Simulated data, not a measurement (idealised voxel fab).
A process module follows: voxel wiring stack.
Square cells of 5 nm make up the cross-section cut, whose width is 210 nm.
Just so we're on the same page, the cross-sections are grids of square cells, and they're listed out in bands top to bottom, each band one or more rows deep. Band entry format. Leading values: height of top, height of bottom, nm. Remainder: materials in left-to-right order, each with its width in nm. Special words: "full width" on a single material, which then fills the band edge to edge; "air", empty space. A quick word on heights: they are counted from 0, and under that level the wafer as it came to us is one material throughout. The lowest band is different from the rest in having no bottom; it simply continues downward, written as in "0 down". Quick explanation for "30 to 40": the width changes in equal steps down the rows of cells, from the first number in the band's top row to the second number in its bottom row. "nothing altered" -> step changed no cross-section cell. The entry titled "Closed empty spaces" provides the empty spaces that have no open way to the top, restricted to those of 8 cells or more. Each is presented as width x height at distance, the distance being measured from the left edge, with all three in nm. Heads up: the bit after the settings on a step's line is the simulator's remark on that step. "overlay nm", when on a step's line for a step with a mask, measures how far to the right of its planned place the mask lay; a negative measure means to the left.

## Here's what the planned process steps look like
1) RECEIVE with material Si
2) CONFORMAL_DEP with material SiO2, thk nm 10
3) DIRECTIONAL_DEP with material TiN, thk nm 5
4) DIRECTIONAL_DEP with material Ru, thk nm 25
5) DIRECTIONAL_DEP with material aC, thk nm 10
6) PATTERN with tone cover, mask id METAL_1, material resist, width nm 25, pitch nm 40, thk nm 25, overlay nm 0
7) DIRECTIONAL_ETCH with etch materials aC, depth nm 10
8) STRIP with etch materials resist
9) DIRECTIONAL_ETCH with etch materials Ru, depth nm 25
10) DIRECTIONAL_ETCH with etch materials TiN, depth nm 5
11) STRIP with etch materials aC
12) FILL_DEP with material SiO2, thk nm 5
13) CMP with height nm 40
14) CONFORMAL_DEP with material SiCN, thk nm 5
15) DIRECTIONAL_DEP with material SiO2, thk nm 15
16) MASKED_ETCH with tone open, mask id PLUG_1, width nm 15, pitch nm 40, etch materials SiO2, depth nm 15, overlay nm 0
17) MASKED_ETCH with tone open, mask id PLUG_1, width nm 15, pitch nm 40, etch materials SiCN, depth nm 5, overlay nm 0
18) CONFORMAL_DEP with material TiN, thk nm 5
19) FILL_DEP with material Ru, thk nm 10
20) CMP with height nm 60
21) CONFORMAL_DEP with material SiN, thk nm 5
22) DIRECTIONAL_DEP with material lowk, thk nm 15
23) DIRECTIONAL_DEP with material aC, thk nm 10
24) PATTERN with tone open, mask id METAL_2, material resist, width nm 25, pitch nm 40, thk nm 30, overlay nm 0
25) DIRECTIONAL_ETCH with etch materials aC, depth nm 10
26) STRIP with etch materials resist
27) DIRECTIONAL_ETCH with etch materials lowk, depth nm 15
28) DIRECTIONAL_ETCH with etch materials SiN, depth nm 5
29) STRIP with etch materials aC
30) CONFORMAL_DEP with material TiN, thk nm 5
31) FILL_DEP with material Cu, thk nm 5
32) CMP with height nm 80
33) CONFORMAL_DEP with material SiCN, thk nm 5
34) DIRECTIONAL_DEP with material SiO2, thk nm 30
35) MASKED_ETCH with tone open, mask id METAL_3_HOLES, width nm 15, pitch nm 80, etch materials SiO2, depth nm 30, overlay nm 0
36) DIRECTIONAL_DEP with material aC, thk nm 15
37) PATTERN with tone open, mask id METAL_3, material resist, width nm 25, pitch nm 40, thk nm 30, overlay nm 0
38) DIRECTIONAL_ETCH with etch materials aC, depth nm 15
39) STRIP with etch materials resist
40) DIRECTIONAL_ETCH with etch materials SiO2, depth nm 20
41) DIRECTIONAL_ETCH with etch materials SiCN, depth nm 5
42) STRIP with etch materials aC
43) CONFORMAL_DEP with material TiN, thk nm 5
44) FILL_DEP with material Cu, thk nm 10
45) CMP with height nm 115
46) CONFORMAL_DEP with material SiN, thk nm 5

## So this is the incoming wafer in cross-section - it's already been through step 1
	0 down = Si full width
	Closed empty spaces: none

## Module complete, cross-section. Starting point and plan per above. One mistake made in running the module
	120 to 115 = SiN full width
	115 to 100 = SiO2=30 / TiN=5 / Cu=15 / TiN=5 / SiO2=15 / TiN=5 / Cu=15 / TiN=5 / SiO2=15 / TiN=5 / Cu=15 / TiN=5 / SiO2=15 / TiN=5 / Cu=15 / TiN=5 / SiO2=35
	100 to 95 = SiO2=30 / TiN=5 / Cu=5 / TiN=15 / SiO2=15 / TiN=25 / SiO2=15 / TiN=5 / Cu=5 / TiN=15 / SiO2=15 / TiN=25 / SiO2=35
	95 to 85 = SiO2=30 / TiN=5 / Cu=5 / TiN=5 / SiO2=65 / TiN=5 / Cu=5 / TiN=5 / SiO2=85
	85 to 80 = SiCN=30 / TiN=15 / SiCN=65 / TiN=15 / SiCN=85
	80 to 65 = lowk=30 / TiN=5 / Cu=15 / TiN=5 / lowk=15 / TiN=5 / Cu=15 / TiN=5 / lowk=15 / TiN=5 / Cu=15 / TiN=5 / lowk=15 / TiN=5 / Cu=15 / TiN=5 / lowk=35
	65 to 60 = SiN=30 / TiN=25 / SiN=15 / TiN=25 / SiN=15 / TiN=25 / SiN=15 / TiN=25 / SiN=35
	60 to 50 = SiO2=30 / TiN=5 / Ru=5 / TiN=5 / SiO2=25 / TiN=5 / Ru=5 / TiN=5 / SiO2=25 / TiN=5 / Ru=5 / TiN=5 / SiO2=25 / TiN=5 / Ru=5 / TiN=5 / SiO2=45
	50 to 45 = SiO2=30 / TiN=15 / SiO2=25 / TiN=15 / SiO2=25 / TiN=15 / SiO2=25 / TiN=15 / SiO2=45
	45 to 40 = SiCN=30 / TiN=10 / SiCN=30 / TiN=10 / SiCN=30 / TiN=10 / SiCN=30 / TiN=10 / SiCN=50
	40 to 15 = SiO2=30 / Ru=25 / SiO2=15 / Ru=25 / SiO2=15 / Ru=25 / SiO2=15 / Ru=25 / SiO2=35
	15 to 10 = SiO2=30 / TiN=25 / SiO2=15 / TiN=25 / SiO2=15 / TiN=25 / SiO2=15 / TiN=25 / SiO2=35
	10 to 0 = SiO2 full width
	0 down = Si full width
	Closed empty spaces: none
The plan and the run diverged here: step 17 did not happen as planned, as run it was MASKED_ETCH with tone open, mask id PLUG_1, width nm 15, pitch nm 40, etch materials SiCN, depth nm 5, overlay nm -5
